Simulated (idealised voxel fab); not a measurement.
Process module name: voxel wiring stack
Displayed cross-section: cut, width of 240 nm, square cells sized 5 nm.
In this document a cross-section is written as a grid of square cells. It is given as a series of bands, listed from the top down, and a band is one or more rows of cells.
Band: top height; bottom height; in nm. Then, left to right: material with width in nm, for each material. "full width": a single material spanning edge to edge. "air": empty space.
For the purposes of this specification, 0 denotes the height below which the wafer in its as-received condition is composed wholly of one material, and the lowermost band, lacking a lower limit, extends downward without end, as expressed in "0 -> down".
The two numbers in a width such as "30 to 40" mark its ends across the band: the first belongs to the top row of cells, the second to the bottom row, and from each row to the next the width moves by the same amount.
"remained unchanged" means the step left every cell of the cross-section as it was.
So "Trapped cavities" is basically the list of trapped voids: any empty space of 8 cells or more that can't reach the top through an opening. They're written width x height at distance, the distance being from the left edge, and it's all nm.
Read whatever lies past the settings on a step's line as the simulator's own remark about the step.
A step line may carry the setting "overlay nm", which, for steps involving a mask, states the distance by which the mask lay to the right of its intended position; negative values denote displacement to the left.

**These are the steps we planned for the process**
| 1 | RECEIVE | material Si |
| 2 | CONFORMAL_DEP | material SiO2 | thk nm 15 |
| 3 | CONFORMAL_DEP | material SiN | thk nm 5 |
| 4 | DIRECTIONAL_DEP | material SiO2 | thk nm 15 |
| 5 | PATTERN | tone open | mask id METAL_1 | material resist | width nm 30 | pitch nm 50 | thk nm 20 | overlay nm 0 |
| 6 | DIRECTIONAL_ETCH | etch materials SiO2 | depth nm 15 |
| 7 | DIRECTIONAL_ETCH | etch materials SiN | depth nm 5 |
| 8 | STRIP | etch materials resist |
| 9 | CONFORMAL_DEP | material TiN | thk nm 5 |
| 10 | FILL_DEP | material Cu | thk nm 10 |
| 11 | CMP | height nm 35 |
| 12 | EPI | material Ru | thk nm 5 |
| 13 | FILL_DEP | material SiCN | thk nm 5 |
| 14 | DIRECTIONAL_DEP | material lowk | thk nm 25 |
| 15 | DIRECTIONAL_DEP | material aC | thk nm 15 |
| 16 | PATTERN | tone open | mask id METAL_2 | material resist | width nm 30 | pitch nm 50 | thk nm 35 | overlay nm 0 |
| 17 | DIRECTIONAL_ETCH | etch materials aC | depth nm 15 |
| 18 | STRIP | etch materials resist |
| 19 | DIRECTIONAL_ETCH | etch materials lowk | depth nm 15 |
| 20 | STRIP | etch materials aC |
| 21 | PATTERN | tone open | mask id METAL_2_HOLES | material resist | width nm 15 | thk nm 15 | overlay nm 0 |
| 22 | DIRECTIONAL_ETCH | etch materials lowk | depth nm 10 |
| 23 | DIRECTIONAL_ETCH | etch materials SiCN | depth nm 5 |
| 24 | STRIP | etch materials resist |
| 25 | CONFORMAL_DEP | material TiN | thk nm 5 |
| 26 | FILL_DEP | material Ru | thk nm 10 |
| 27 | CMP | height nm 70 |
| 28 | CONFORMAL_DEP | material SiN | thk nm 5 |

**Cross-section: wafer on arrival = after step 1**
	0 -> down = Si full width
	Trapped cavities: none

**first wafer at the end, as planned**
	75 -> 70 = SiN full width
	70 -> 60 = lowk (80) | TiN (5) | Ru (20) | TiN (5) | lowk (20) | TiN (5) | Ru (20) | TiN (5) | lowk (80)
	60 -> 55 = lowk (80) | TiN (5) | Ru (5) | TiN (20) | lowk (20) | TiN (30) | lowk (80)
	55 -> 45 = lowk (80) | TiN (5) | Ru (5) | TiN (5) | lowk (145)
	45 -> 40 = SiCN (80) | TiN (15) | SiCN (145)
	40 -> 35 = SiCN (75) | Ru (40) | SiCN (10) | Ru (40) | SiCN (75)
	35 -> 20 = SiO2 (80) | TiN (5) | Cu (20) | TiN (5) | SiO2 (20) | TiN (5) | Cu (20) | TiN (5) | SiO2 (80)
	20 -> 15 = SiN (80) | TiN (30) | SiN (20) | TiN (30) | SiN (80)
	15 -> 0 = SiO2 full width
	0 -> down = Si full width
	Trapped cavities: none

**Second wafer through the module, sectioned at the end: same beginning and same plan as the first wafer, with one mistake in carrying it out**
	75 -> 70 = SiN full width
	70 -> 65 = lowk (80) | TiN (5) | Ru (5) | TiN (5) | lowk (145)
	65 -> 60 = lowk (80) | TiN (15) | lowk (145)
	60 -> 45 = aC full width
	45 -> 40 = SiCN full width
	40 -> 35 = SiCN (75) | Ru (40) | SiCN (10) | Ru (40) | SiCN (75)
	35 -> 20 = SiO2 (80) | TiN (5) | Cu (20) | TiN (5) | SiO2 (20) | TiN (5) | Cu (20) | TiN (5) | SiO2 (80)
	20 -> 15 = SiN (80) | TiN (30) | SiN (20) | TiN (30) | SiN (80)
	15 -> 0 = SiO2 full width
	0 -> down = Si full width
	Trapped cavities: none
Heads up, the wafer didn't run the way we planned it: steps 14 and 15 swapped
Count the cells at the end and the second wafer has more or fewer of some materials than the first: Ru: 18 fewer, SiCN: 3 more, TiN: 21 fewer, aC: 144 more, lowk: 108 fewer
